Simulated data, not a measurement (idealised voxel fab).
process module | voxel capacitor over wiring
cross-section cut | 280 nm wide | cells 5 nm
A cross-section is a grid of square cells, given in bands from the top down. A band is one or more rows of cells.
Each band's line starts with the height of the band's top and of its bottom, in nm. Then come its materials from left to right, each with its width in nm. One material with "throughout" fills the band from edge to edge. "air" is empty space.
Height 0 is the level under which the wafer as received is all one material. The lowest band goes on downwards, as in "0 down".
A width such as "30 to 40" changes by the same amount from each row of cells to the next, from the band's top row to its bottom row.
"no change" after a step means that no cell of the cross-section changed.
closed voids: empty space of 8 cells or more with no open way to the top, each as width x height at its distance from the left edge, in nm
after a step's settings: what the simulator itself notes on the step
overlay nm, on a step with a mask: how far to the right of its planned place the mask lay; to the left if negative
plan
1 op RECEIVE | material Si
2 op CONFORMAL_DEP | material SiO2 | thk nm 10
3 op CONFORMAL_DEP | material SiN | thk nm 5
4 op DIRECTIONAL_DEP | material SiO2 | thk nm 15
5 op PATTERN | tone open | mask id METAL_1 | material resist | width nm 20 | pitch nm 70 | thk nm 15 | overlay nm 0
6 op DIRECTIONAL_ETCH | etch materials SiO2 | depth nm 15
7 op DIRECTIONAL_ETCH | etch materials SiN | depth nm 5
8 op STRIP | etch materials resist
9 op CONFORMAL_DEP | material TiN | thk nm 5
10 op FILL_DEP | material W | thk nm 10
11 op CMP | height nm 30
12 op EPI | material Ru | thk nm 5
13 op FILL_DEP | material SiCN | thk nm 5
14 op DIRECTIONAL_DEP | material lowk | thk nm 10
15 op DIRECTIONAL_DEP | material aC | thk nm 15
16 op PATTERN | tone open | mask id PLUG_1 | material resist | width nm 15 | thk nm 35 | overlay nm 0
17 op DIRECTIONAL_ETCH | etch materials aC | depth nm 15
18 op STRIP | etch materials resist
19 op DIRECTIONAL_ETCH | etch materials lowk | depth nm 10
20 op DIRECTIONAL_ETCH | etch materials SiCN | depth nm 5
21 op STRIP | etch materials aC
22 op CONFORMAL_DEP | material TiN | thk nm 5
23 op FILL_DEP | material Ru | thk nm 10
24 op CMP | height nm 50
25 op DIRECTIONAL_DEP | material TiN | thk nm 5
26 op DIRECTIONAL_DEP | material HfO2 | thk nm 5
27 op DIRECTIONAL_DEP | material TiN | thk nm 5
28 op DIRECTIONAL_DEP | material aC | thk nm 10
29 op PATTERN | tone cover | mask id UPPER_PLATE | material resist | width nm 55 | thk nm 25 | overlay nm 0
30 op DIRECTIONAL_ETCH | etch materials aC | depth nm 10
31 op STRIP | etch materials resist
32 op DIRECTIONAL_ETCH | etch materials TiN | depth nm 5
33 op DIRECTIONAL_ETCH | etch materials HfO2 | depth nm 5
34 op STRIP | etch materials aC
35 op MASKED_ETCH | tone cover | mask id LOWER_PLATE | width nm 65 | etch materials TiN | depth nm 5 | overlay nm 0
36 op FILL_DEP | material SiO2 | thk nm 15
37 op CMP | height nm 75
38 op DIRECTIONAL_DEP | material aC | thk nm 15
39 op PATTERN | tone open | mask id PLUG_2 | material resist | width nm 15 | thk nm 30 | overlay nm 0
40 op DIRECTIONAL_ETCH | etch materials aC | depth nm 15
41 op STRIP | etch materials resist
42 op DIRECTIONAL_ETCH | etch materials SiO2 | depth nm 10
43 op STRIP | etch materials aC
44 op CONFORMAL_DEP | material TiN | thk nm 5
45 op FILL_DEP | material Cu | thk nm 10
46 op CMP | height nm 75
47 op CONFORMAL_DEP | material SiCN | thk nm 5
first wafer, as planned
as received, after step 1
  0 down: Si throughout
  closed voids: none
after step 2
  10 to 0: SiO2 throughout
  below 0: unchanged
after step 3
  15 to 10: SiN throughout
  below 10: unchanged
after step 4
  30 to 15: SiO2 throughout
  below 15: unchanged
after step 5
  45 to 30: resist 95 | air 20 | resist 50 | air 20 | resist 95
  below 30: unchanged
after step 6
  45 to 30: resist 95 | air 20 | resist 50 | air 20 | resist 95
  30 to 15: SiO2 95 | air 20 | SiO2 50 | air 20 | SiO2 95
  below 15: unchanged
after step 7
  45 to 30: resist 95 | air 20 | resist 50 | air 20 | resist 95
  30 to 15: SiO2 95 | air 20 | SiO2 50 | air 20 | SiO2 95
  15 to 10: SiN 95 | air 20 | SiN 50 | air 20 | SiN 95
  below 10: unchanged
after step 8
  30 to 15: SiO2 95 | air 20 | SiO2 50 | air 20 | SiO2 95
  below 15: unchanged
after step 9
  35 to 30: TiN 100 | air 10 | TiN 60 | air 10 | TiN 100
  30 to 15: SiO2 95 | TiN 5 | air 10 | TiN 5 | SiO2 50 | TiN 5 | air 10 | TiN 5 | SiO2 95
  15 to 10: SiN 95 | TiN 20 | SiN 50 | TiN 20 | SiN 95
  below 10: unchanged
after step 10
  45 to 35: W throughout
  35 to 30: TiN 100 | W 10 | TiN 60 | W 10 | TiN 100
  30 to 15: SiO2 95 | TiN 5 | W 10 | TiN 5 | SiO2 50 | TiN 5 | W 10 | TiN 5 | SiO2 95
  below 15: unchanged
after step 11
  30 to 15: SiO2 95 | TiN 5 | W 10 | TiN 5 | SiO2 50 | TiN 5 | W 10 | TiN 5 | SiO2 95
  below 15: unchanged
after step 12
  35 to 30: air 90 | Ru 30 | air 40 | Ru 30 | air 90
  below 30: unchanged
after step 13
  40 to 35: SiCN throughout
  35 to 30: SiCN 90 | Ru 30 | SiCN 40 | Ru 30 | SiCN 90
  below 30: unchanged
after step 14
  50 to 40: lowk throughout
  below 40: unchanged
after step 15
  65 to 50: aC throughout
  below 50: unchanged
after step 16
  100 to 65: resist 100 | air 15 | resist 165
  below 65: unchanged
after step 17
  85 to 65: resist 100 | air 15 | resist 165
  65 to 50: aC 100 | air 15 | aC 165
  below 50: unchanged
after step 18
  65 to 50: aC 100 | air 15 | aC 165
  below 50: unchanged
after step 19
  65 to 50: aC 100 | air 15 | aC 165
  50 to 40: lowk 100 | air 15 | lowk 165
  below 40: unchanged
after step 20
  65 to 50: aC 100 | air 15 | aC 165
  50 to 40: lowk 100 | air 15 | lowk 165
  40 to 35: SiCN 100 | air 15 | SiCN 165
  below 35: unchanged
after step 21
  50 to 40: lowk 100 | air 15 | lowk 165
  below 40: unchanged
after step 22
  55 to 50: TiN 105 | air 5 | TiN 170
  50 to 40: lowk 100 | TiN 5 | air 5 | TiN 5 | lowk 165
  40 to 35: SiCN 100 | TiN 15 | SiCN 165
  below 35: unchanged
after step 23
  65 to 55: Ru throughout
  55 to 50: TiN 105 | Ru 5 | TiN 170
  50 to 40: lowk 100 | TiN 5 | Ru 5 | TiN 5 | lowk 165
  below 40: unchanged
after step 24
  50 to 40: lowk 100 | TiN 5 | Ru 5 | TiN 5 | lowk 165
  below 40: unchanged
after step 25
  55 to 50: TiN throughout
  below 50: unchanged
after step 26
  60 to 55: HfO2 throughout
  below 55: unchanged
after step 27
  65 to 60: TiN throughout
  below 60: unchanged
after step 28
  75 to 65: aC throughout
  below 65: unchanged
after step 29
  100 to 75: air 100 | resist 55 | air 125
  below 75: unchanged
after step 30
  90 to 75: air 100 | resist 55 | air 125
  75 to 65: air 100 | aC 55 | air 125
  below 65: unchanged
after step 31
  75 to 65: air 100 | aC 55 | air 125
  below 65: unchanged
after step 32
  75 to 65: air 100 | aC 55 | air 125
  65 to 60: air 100 | TiN 55 | air 125
  below 60: unchanged
after step 33
  75 to 65: air 100 | aC 55 | air 125
  65 to 60: air 100 | TiN 55 | air 125
  60 to 55: air 100 | HfO2 55 | air 125
  below 55: unchanged
after step 34
  65 to 60: air 100 | TiN 55 | air 125
  below 60: unchanged
after step 35
  65 to 60: air 100 | TiN 55 | air 125
  60 to 55: air 100 | HfO2 55 | air 125
  55 to 50: air 95 | TiN 65 | air 120
  below 50: unchanged
after step 36
  80 to 65: SiO2 throughout
  65 to 60: SiO2 100 | TiN 55 | SiO2 125
  60 to 55: SiO2 100 | HfO2 55 | SiO2 125
  55 to 50: SiO2 95 | TiN 65 | SiO2 120
  below 50: unchanged
after step 37
  75 to 65: SiO2 throughout
  below 65: unchanged
after step 38
  90 to 75: aC throughout
  below 75: unchanged
after step 39
  120 to 90: resist 110 | air 15 | resist 155
  below 90: unchanged
after step 40
  105 to 90: resist 110 | air 15 | resist 155
  90 to 75: aC 110 | air 15 | aC 155
  below 75: unchanged
after step 41
  90 to 75: aC 110 | air 15 | aC 155
  below 75: unchanged
after step 42
  90 to 75: aC 110 | air 15 | aC 155
  75 to 65: SiO2 110 | air 15 | SiO2 155
  below 65: unchanged
after step 43
  75 to 65: SiO2 110 | air 15 | SiO2 155
  below 65: unchanged
after step 44
  80 to 75: TiN 115 | air 5 | TiN 160
  75 to 70: SiO2 110 | TiN 5 | air 5 | TiN 5 | SiO2 155
  70 to 60: SiO2 110 to 100 | TiN 15 to 55 | SiO2 155 to 125
  below 60: unchanged
after step 45
  90 to 80: Cu throughout
  80 to 75: TiN 115 | Cu 5 | TiN 160
  75 to 70: SiO2 110 | TiN 5 | Cu 5 | TiN 5 | SiO2 155
  below 70: unchanged
after step 46
  75 to 70: SiO2 110 | TiN 5 | Cu 5 | TiN 5 | SiO2 155
  below 70: unchanged
after step 47
  80 to 75: SiCN throughout
  below 75: unchanged
second wafer: like start, like plan, one mistake. Through step 1 it matches the first wafer
when step 2 should have ended
  15 to 0: SiO2 throughout
  below 0: unchanged
when step 3 should have ended
  20 to 15: SiN throughout
  below 15: unchanged
when step 4 should have ended
  35 to 20: SiO2 throughout
  below 20: unchanged
when step 5 should have ended
  50 to 35: resist 95 | air 20 | resist 50 | air 20 | resist 95
  below 35: unchanged
when step 6 should have ended
  50 to 35: resist 95 | air 20 | resist 50 | air 20 | resist 95
  35 to 20: SiO2 95 | air 20 | SiO2 50 | air 20 | SiO2 95
  below 20: unchanged
when step 7 should have ended
  50 to 35: resist 95 | air 20 | resist 50 | air 20 | resist 95
  35 to 20: SiO2 95 | air 20 | SiO2 50 | air 20 | SiO2 95
  20 to 15: SiN 95 | air 20 | SiN 50 | air 20 | SiN 95
  below 15: unchanged
when step 8 should have ended
  35 to 20: SiO2 95 | air 20 | SiO2 50 | air 20 | SiO2 95
  below 20: unchanged
when step 9 should have ended
  40 to 35: TiN 100 | air 10 | TiN 60 | air 10 | TiN 100
  35 to 20: SiO2 95 | TiN 5 | air 10 | TiN 5 | SiO2 50 | TiN 5 | air 10 | TiN 5 | SiO2 95
  20 to 15: SiN 95 | TiN 20 | SiN 50 | TiN 20 | SiN 95
  below 15: unchanged
when step 10 should have ended
  50 to 40: W throughout
  40 to 35: TiN 100 | W 10 | TiN 60 | W 10 | TiN 100
  35 to 20: SiO2 95 | TiN 5 | W 10 | TiN 5 | SiO2 50 | TiN 5 | W 10 | TiN 5 | SiO2 95
  below 20: unchanged
when step 11 should have ended
  30 to 20: SiO2 95 | TiN 5 | W 10 | TiN 5 | SiO2 50 | TiN 5 | W 10 | TiN 5 | SiO2 95
  below 20: unchanged
when step 12 should have ended
  35 to 30: air 90 | Ru 30 | air 40 | Ru 30 | air 90
  below 30: unchanged
when step 13 should have ended
  40 to 35: SiCN throughout
  35 to 30: SiCN 90 | Ru 30 | SiCN 40 | Ru 30 | SiCN 90
  below 30: unchanged
when step 14 should have ended
  50 to 40: lowk throughout
  below 40: unchanged
when step 15 should have ended
  65 to 50: aC throughout
  below 50: unchanged
when step 16 should have ended
  100 to 65: resist 100 | air 15 | resist 165
  below 65: unchanged
when step 17 should have ended
  85 to 65: resist 100 | air 15 | resist 165
  65 to 50: aC 100 | air 15 | aC 165
  below 50: unchanged
when step 18 should have ended
  65 to 50: aC 100 | air 15 | aC 165
  below 50: unchanged
when step 19 should have ended
  65 to 50: aC 100 | air 15 | aC 165
  50 to 40: lowk 100 | air 15 | lowk 165
  below 40: unchanged
when step 20 should have ended
  65 to 50: aC 100 | air 15 | aC 165
  50 to 40: lowk 100 | air 15 | lowk 165
  40 to 35: SiCN 100 | air 15 | SiCN 165
  below 35: unchanged
when step 21 should have ended
  50 to 40: lowk 100 | air 15 | lowk 165
  below 40: unchanged
when step 22 should have ended
  55 to 50: TiN 105 | air 5 | TiN 170
  50 to 40: lowk 100 | TiN 5 | air 5 | TiN 5 | lowk 165
  40 to 35: SiCN 100 | TiN 15 | SiCN 165
  below 35: unchanged
when step 23 should have ended
  65 to 55: Ru throughout
  55 to 50: TiN 105 | Ru 5 | TiN 170
  50 to 40: lowk 100 | TiN 5 | Ru 5 | TiN 5 | lowk 165
  below 40: unchanged
when step 24 should have ended
  50 to 40: lowk 100 | TiN 5 | Ru 5 | TiN 5 | lowk 165
  below 40: unchanged
when step 25 should have ended
  55 to 50: TiN throughout
  below 50: unchanged
when step 26 should have ended
  60 to 55: HfO2 throughout
  below 55: unchanged
when step 27 should have ended
  65 to 60: TiN throughout
  below 60: unchanged
when step 28 should have ended
  75 to 65: aC throughout
  below 65: unchanged
when step 29 should have ended
  100 to 75: air 100 | resist 55 | air 125
  below 75: unchanged
when step 30 should have ended
  90 to 75: air 100 | resist 55 | air 125
  75 to 65: air 100 | aC 55 | air 125
  below 65: unchanged
when step 31 should have ended
  75 to 65: air 100 | aC 55 | air 125
  below 65: unchanged
when step 32 should have ended
  75 to 65: air 100 | aC 55 | air 125
  65 to 60: air 100 | TiN 55 | air 125
  below 60: unchanged
when step 33 should have ended
  75 to 65: air 100 | aC 55 | air 125
  65 to 60: air 100 | TiN 55 | air 125
  60 to 55: air 100 | HfO2 55 | air 125
  below 55: unchanged
when step 34 should have ended
  65 to 60: air 100 | TiN 55 | air 125
  below 60: unchanged
when step 35 should have ended
  65 to 60: air 100 | TiN 55 | air 125
  60 to 55: air 100 | HfO2 55 | air 125
  55 to 50: air 95 | TiN 65 | air 120
  below 50: unchanged
when step 36 should have ended
  80 to 65: SiO2 throughout
  65 to 60: SiO2 100 | TiN 55 | SiO2 125
  60 to 55: SiO2 100 | HfO2 55 | SiO2 125
  55 to 50: SiO2 95 | TiN 65 | SiO2 120
  below 50: unchanged
when step 37 should have ended
  75 to 65: SiO2 throughout
  below 65: unchanged
when step 38 should have ended
  90 to 75: aC throughout
  below 75: unchanged
when step 39 should have ended
  120 to 90: resist 110 | air 15 | resist 155
  below 90: unchanged
when step 40 should have ended
  105 to 90: resist 110 | air 15 | resist 155
  90 to 75: aC 110 | air 15 | aC 155
  below 75: unchanged
when step 41 should have ended
  90 to 75: aC 110 | air 15 | aC 155
  below 75: unchanged
when step 42 should have ended
  90 to 75: aC 110 | air 15 | aC 155
  75 to 65: SiO2 110 | air 15 | SiO2 155
  below 65: unchanged
when step 43 should have ended
  75 to 65: SiO2 110 | air 15 | SiO2 155
  below 65: unchanged
when step 44 should have ended
  80 to 75: TiN 115 | air 5 | TiN 160
  75 to 70: SiO2 110 | TiN 5 | air 5 | TiN 5 | SiO2 155
  70 to 60: SiO2 110 to 100 | TiN 15 to 55 | SiO2 155 to 125
  below 60: unchanged
when step 45 should have ended
  90 to 80: Cu throughout
  80 to 75: TiN 115 | Cu 5 | TiN 160
  75 to 70: SiO2 110 | TiN 5 | Cu 5 | TiN 5 | SiO2 155
  below 70: unchanged
when step 46 should have ended
  75 to 70: SiO2 110 | TiN 5 | Cu 5 | TiN 5 | SiO2 155
  below 70: unchanged
when step 47 should have ended
  80 to 75: SiCN throughout
  below 75: unchanged
what went wrong: step 2 ran as: op CONFORMAL_DEP | material SiO2 | thk nm 15
at the end the second wafer has, in cells: 8 more of SiO2 | 4 fewer of TiN | 4 fewer of W
